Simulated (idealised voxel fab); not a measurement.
process module | voxel released beams
cross-section cut | 235 nm wide | cells 5 nm
A cross-section is a grid of square cells, given in bands from the top down. A band is one or more rows of cells.
Each band's line starts with the height of the band's top and of its bottom, in nm. Then come its materials from left to right, each with its width in nm. One material with "throughout" fills the band from edge to edge. "air" is empty space.
Height 0 is the level under which the wafer as received is all one material. The lowest band goes on downwards, as in "0 down".
A width such as "30 to 40" changes by the same amount from each row of cells to the next, from the band's top row to its bottom row.
"no change" after a step means that no cell of the cross-section changed.
closed voids: empty space of 8 cells or more with no open way to the top, each as width x height at its distance from the left edge, in nm
after a step's settings: what the simulator itself notes on the step
overlay nm, on a step with a mask: how far to the right of its planned place the mask lay; to the left if negative
plan
1 op RECEIVE | material Si
2 op CONFORMAL_DEP | material Al2O3 | thk nm 5
3 op DIRECTIONAL_DEP | material SiO2 | thk nm 20
4 op MASKED_ETCH | tone open | mask id ANCHOR | width nm 25 | etch materials SiO2 | depth nm 20 | overlay nm -15
5 op CONFORMAL_DEP | material W | thk nm 10
6 op DIRECTIONAL_DEP | material aC | thk nm 10
7 op PATTERN | tone cover | mask id BEAM | material resist | width nm 80 | thk nm 25 | overlay nm 0
8 op DIRECTIONAL_ETCH | etch materials aC | depth nm 10
9 op STRIP | etch materials resist
10 op DIRECTIONAL_ETCH | etch materials W | depth nm 10
11 op STRIP | etch materials aC
12 op STRIP | etch materials SiO2
varied across the wafers: overlay nm of step 4. The plan shows the first wafer's value. All wafers start alike
first wafer as received, after step 1
  0 down: Si throughout
  closed voids: none
each wafer at the end: cells of each material gained (+) or lost (-) since it was received, then its closed voids
overlay nm -15 | +47 Al2O3 | +48 W | closed voids: none
overlay nm -10 | +47 Al2O3 | +48 W | closed voids: none
overlay nm -5 | +47 Al2O3 | +48 W | closed voids: none
overlay nm 0 | +47 Al2O3 | +48 W | closed voids: none
overlay nm 5 | +47 Al2O3 | +48 W | closed voids: none
overlay nm 10 | +47 Al2O3 | +48 W | closed voids: none
overlay nm 15 | +47 Al2O3 | +48 W | closed voids: none
